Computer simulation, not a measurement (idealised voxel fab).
Process module under the name voxel plated lines
Cross-section cut spans 225 nm and uses square cells 5 nm in size.
Cross-section layout: square cells on a grid; listed as bands, top to bottom; a band spans one or more cell rows.
Heights first: top, then bottom, in nm. Then materials, left to right, each with a width in nm. "full width" on a single material: fills the band edge to edge. "empty": empty space.
For the purposes of this specification, 0 denotes the height below which the wafer in its as-received condition is composed wholly of one material, and the lowermost band, lacking a lower limit, extends downward without end, as expressed in "0 down".
You'd read "30..40" like this: the band's top row of cells is as wide as the first number, its bottom row is as wide as the second, and going down, every row changes width by the same amount as the row before did.
The designation "nothing got changed", where it is given for a processing step, indicates that no cell of the cross-section was altered in the course of that step.
Voids, fully enclosed: empty space of 8 cells or more with no open way to the top, each as width x height at its distance from the left edge, in nm
Text after the settings on a step's line: the simulator's own remark on that step.
For masked steps, "overlay nm" on the step line gives how far right of plan the mask actually lay; a minus sign means it lay to the left.

# These are the steps we planned for the process
1 RECEIVE with material Si
2 CONFORMAL_DEP with material Al2O3, thk nm 5
3 DIRECTIONAL_DEP with material TiN, thk nm 5
4 PATTERN with tone open, mask id LINES, material resist, width nm 20, pitch nm 35, thk nm 40, overlay nm 0
5 EPI with material Ru, thk nm 5
6 EPI with material Ru, thk nm 10
7 EPI with material Ru, thk nm 5
8 STRIP with etch materials resist
9 DIRECTIONAL_ETCH with etch materials TiN, depth nm 5
10 CONFORMAL_DEP with material SiN, thk nm 5

# First out of two wafers; run went to plan

# Cross-sectional view of the wafer in its as-received condition, corresponding to the state after step 1
  0 down  Si full width
  Voids, fully enclosed: none

# The following cross-section depicts the wafer upon completion of step 2
  5 to 0  Al2O3 full width
  Rest of section, below 0: as before.

# The following cross-section depicts the wafer upon completion of step 3
  10 to 5  TiN full width
  Rest of section, below 5: as before.

# The following cross-section depicts the wafer upon completion of step 4
  50 to 10  resist 50 | empty 20 | resist 15 | empty 20 | resist 15 | empty 20 | resist 15 | empty 20 | resist 50
  Rest of section, below 10: as before.

# The following cross-section depicts the wafer upon completion of step 5
  50 to 15  resist 50 | empty 20 | resist 15 | empty 20 | resist 15 | empty 20 | resist 15 | empty 20 | resist 50
  15 to 10  resist 50 | Ru 20 | resist 15 | Ru 20 | resist 15 | Ru 20 | resist 15 | Ru 20 | resist 50
  Rest of section, below 10: as before.

# The following cross-section depicts the wafer upon completion of step 6
  50 to 25  resist 50 | empty 20 | resist 15 | empty 20 | resist 15 | empty 20 | resist 15 | empty 20 | resist 50
  25 to 10  resist 50 | Ru 20 | resist 15 | Ru 20 | resist 15 | Ru 20 | resist 15 | Ru 20 | resist 50
  Rest of section, below 10: as before.

# The following cross-section depicts the wafer upon completion of step 7
  50 to 30  resist 50 | empty 20 | resist 15 | empty 20 | resist 15 | empty 20 | resist 15 | empty 20 | resist 50
  30 to 10  resist 50 | Ru 20 | resist 15 | Ru 20 | resist 15 | Ru 20 | resist 15 | Ru 20 | resist 50
  Rest of section, below 10: as before.

# The following cross-section depicts the wafer upon completion of step 8
  30 to 10  empty 50 | Ru 20 | empty 15 | Ru 20 | empty 15 | Ru 20 | empty 15 | Ru 20 | empty 50
  Rest of section, below 10: as before.

# The following cross-section depicts the wafer upon completion of step 9
  30 to 10  empty 50 | Ru 20 | empty 15 | Ru 20 | empty 15 | Ru 20 | empty 15 | Ru 20 | empty 50
  10 to 5  empty 50 | TiN 20 | empty 15 | TiN 20 | empty 15 | TiN 20 | empty 15 | TiN 20 | empty 50
  Rest of section, below 5: as before.

# The following cross-section depicts the wafer upon completion of step 10
  35 to 30  empty 45 | SiN 30 | empty 5 | SiN 30 | empty 5 | SiN 30 | empty 5 | SiN 30 | empty 45
  30 to 10  empty 45 | SiN 5 | Ru 20 | SiN 5 | empty 5 | SiN 5 | Ru 20 | SiN 5 | empty 5 | SiN 5 | Ru 20 | SiN 5 | empty 5 | SiN 5 | Ru 20 | SiN 5 | empty 45
  10 to 5  SiN 50 | TiN 20 | SiN 15 | TiN 20 | SiN 15 | TiN 20 | SiN 15 | TiN 20 | SiN 50
  Rest of section, below 5: as before.

# Second wafer - shared start and plan with the first - one error in running - same as the first up to step 3 inclusive

# The second wafer cut through, at the time step 4 was supposed to be finished
  50 to 10  resist 45 | empty 20 | resist 15 | empty 20 | resist 15 | empty 20 | resist 15 | empty 20 | resist 55
  Rest of section, below 10: as before.

# The second wafer cut through, at the time step 5 was supposed to be finished
  50 to 15  resist 45 | empty 20 | resist 15 | empty 20 | resist 15 | empty 20 | resist 15 | empty 20 | resist 55
  15 to 10  resist 45 | Ru 20 | resist 15 | Ru 20 | resist 15 | Ru 20 | resist 15 | Ru 20 | resist 55
  Rest of section, below 10: as before.

# The second wafer cut through, at the time step 6 was supposed to be finished
  50 to 25  resist 45 | empty 20 | resist 15 | empty 20 | resist 15 | empty 20 | resist 15 | empty 20 | resist 55
  25 to 10  resist 45 | Ru 20 | resist 15 | Ru 20 | resist 15 | Ru 20 | resist 15 | Ru 20 | resist 55
  Rest of section, below 10: as before.

# The second wafer cut through, at the time step 7 was supposed to be finished
  50 to 30  resist 45 | empty 20 | resist 15 | empty 20 | resist 15 | empty 20 | resist 15 | empty 20 | resist 55
  30 to 10  resist 45 | Ru 20 | resist 15 | Ru 20 | resist 15 | Ru 20 | resist 15 | Ru 20 | resist 55
  Rest of section, below 10: as before.

# The second wafer cut through, at the time step 8 was supposed to be finished
  30 to 10  empty 45 | Ru 20 | empty 15 | Ru 20 | empty 15 | Ru 20 | empty 15 | Ru 20 | empty 55
  Rest of section, below 10: as before.

# The second wafer cut through, at the time step 9 was supposed to be finished
  30 to 10  empty 45 | Ru 20 | empty 15 | Ru 20 | empty 15 | Ru 20 | empty 15 | Ru 20 | empty 55
  10 to 5  empty 45 | TiN 20 | empty 15 | TiN 20 | empty 15 | TiN 20 | empty 15 | TiN 20 | empty 55
  Rest of section, below 5: as before.

# The second wafer cut through, at the time step 10 was supposed to be finished
  35 to 30  empty 40 | SiN 30 | empty 5 | SiN 30 | empty 5 | SiN 30 | empty 5 | SiN 30 | empty 50
  30 to 10  empty 40 | SiN 5 | Ru 20 | SiN 5 | empty 5 | SiN 5 | Ru 20 | SiN 5 | empty 5 | SiN 5 | Ru 20 | SiN 5 | empty 5 | SiN 5 | Ru 20 | SiN 5 | empty 50
  10 to 5  SiN 45 | TiN 20 | SiN 15 | TiN 20 | SiN 15 | TiN 20 | SiN 15 | TiN 20 | SiN 55
  Rest of section, below 5: as before.
The plan and the run diverged here: step 4 was not run as planned; what actually ran was PATTERN with tone open, mask id LINES, material resist, width nm 20, pitch nm 35, thk nm 40, overlay nm -5
At the end, each material covers as many cells on the second wafer as it does on the first, though the cells it covers are elsewhere.
